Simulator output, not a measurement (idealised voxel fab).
You're looking at the process module voxel wiring stack.
Xsec cut, 160 nm wide, square cell size 5 nm.
Format of a cross-section: grid, square cells. Given as bands. Order: top down. Band: one or more rows of cells. For a band, the entry starts with two heights in nm, that of the top and then that of the bottom, and carries on with the band's materials in order from left to right, each alongside its width in nm; the word "everywhere" beside a single material means it fills the band edge to edge, and "air" means empty space. Convention: height 0 is the level below which the wafer, as received, is all one material. The lowest band does not terminate at the bottom but continues downward, represented as "0..down". The width entry "30->40" should be interpreted row by row: the top row of cells in the band takes the first number, the bottom row takes the second number, and the change between adjacent rows is uniform throughout. You'll sometimes find "nothing different" written for a step, and that's the way of saying that nowhere in the cross-section did a cell change during that step. "Closed voids list": empty spaces of 8 cells or more with no open way to the top, each given as width x height at distance, distance from the left edge, all in nm. Formally, on a step line, whatever follows the settings is a remark that the simulator itself makes on the step. Among the settings permitted on a step's line is "overlay nm"; applied to a step with a mask, it specifies the extent to which the mask lay to the right of its planned position, whereas a negative figure signifies a position to the left.

SO HERE'S THE LINEUP OF PROCESS STEPS WE PLANNED
1: RECEIVE, material Si
2: CONFORMAL_DEP, material SiO2, thk nm 10
3: DIRECTIONAL_DEP, material TiN, thk nm 5
4: DIRECTIONAL_DEP, material W, thk nm 15
5: PATTERN, tone cover, mask id METAL_1, material resist, width nm 20, pitch nm 35, thk nm 15, overlay nm 0
6: DIRECTIONAL_ETCH, etch materials W, depth nm 15
7: DIRECTIONAL_ETCH, etch materials TiN, depth nm 5
8: STRIP, etch materials resist
9: CONFORMAL_DEP, material SiCN, thk nm 5
10: FILL_DEP, material lowk, thk nm 5
11: CMP, height nm 30
12: CONFORMAL_DEP, material SiCN, thk nm 5
13: DIRECTIONAL_DEP, material lowk, thk nm 35
14: DIRECTIONAL_DEP, material aC, thk nm 10
15: PATTERN, tone open, mask id METAL_2, material resist, width nm 20, pitch nm 35, thk nm 30, overlay nm 0
16: DIRECTIONAL_ETCH, etch materials aC, depth nm 10
17: STRIP, etch materials resist
18: DIRECTIONAL_ETCH, etch materials lowk, depth nm 20
19: STRIP, etch materials aC
20: DIRECTIONAL_DEP, material aC, thk nm 10
21: PATTERN, tone open, mask id METAL_2_HOLES, material resist, width nm 15, thk nm 30, overlay nm 0
22: DIRECTIONAL_ETCH, etch materials aC, depth nm 10
23: STRIP, etch materials resist
24: DIRECTIONAL_ETCH, etch materials lowk, depth nm 15
25: DIRECTIONAL_ETCH, etch materials SiCN, depth nm 5
26: STRIP, etch materials aC
27: CONFORMAL_DEP, material TiN, thk nm 5
28: FILL_DEP, material Cu, thk nm 10
29: CMP, height nm 70
30: CONFORMAL_DEP, material SiCN, thk nm 5
31: DIRECTIONAL_DEP, material SiO2, thk nm 25
32: DIRECTIONAL_DEP, material aC, thk nm 10
33: PATTERN, tone open, mask id METAL_3_HOLES, material resist, width nm 15, pitch nm 35, thk nm 30, overlay nm 0
34: DIRECTIONAL_ETCH, etch materials aC, depth nm 10
35: STRIP, etch materials resist
36: DIRECTIONAL_ETCH, etch materials SiO2, depth nm 25
37: STRIP, etch materials aC
38: PATTERN, tone open, mask id METAL_3, material resist, width nm 20, pitch nm 35, thk nm 15, overlay nm 0
39: DIRECTIONAL_ETCH, etch materials SiO2, depth nm 15
40: DIRECTIONAL_ETCH, etch materials SiCN, depth nm 5
41: STRIP, etch materials resist
42: CONFORMAL_DEP, material TiN, thk nm 5
43: FILL_DEP, material Ru, thk nm 5
44: CMP, height nm 100
45: CONFORMAL_DEP, material SiCN, thk nm 5

INCOMING WAFER, CROSS-SECTIONAL VIEW, POST STEP 1
* 0..down | Si everywhere
* Closed voids list: none

END STATE OF THE MODULE IN CROSS-SECTION, GIVEN THE ABOVE STARTING POINT AND PLAN AND ONE MISTAKE IN EXECUTION
* 105..100 | SiCN everywhere
* 100..90 | SiO2 50; TiN 5; Ru 10; TiN 5; SiO2 15; TiN 5; Ru 10; TiN 5; SiO2 55
* 90..85 | SiO2 50; TiN 5; Ru 5; TiN 10; SiO2 15; TiN 5; Ru 5; TiN 10; SiO2 55
* 85..75 | SiO2 50; TiN 5; Ru 5; TiN 5; SiO2 20; TiN 5; Ru 5; TiN 5; SiO2 60
* 75..70 | SiCN 50; TiN 15; SiCN 20; TiN 15; SiCN 60
* 70..55 | lowk 50; TiN 5; Cu 10; TiN 5; lowk 15; TiN 5; Cu 10; TiN 5; lowk 55
* 55..50 | lowk 50; TiN 5; Cu 5; TiN 10; lowk 15; TiN 20; lowk 55
* 50..35 | lowk 50; TiN 5; Cu 5; TiN 5; lowk 95
* 35..30 | SiCN 50; TiN 15; SiCN 95
* 30..25 | SiCN 50; TiN 20; SiCN 15; TiN 20; SiCN 55
* 25..10 | W everywhere
* 10..0 | SiO2 everywhere
* 0..down | Si everywhere
* Closed voids list: none
Here's what went sideways: step 3 ran in the slot meant for step 4, and vice versa
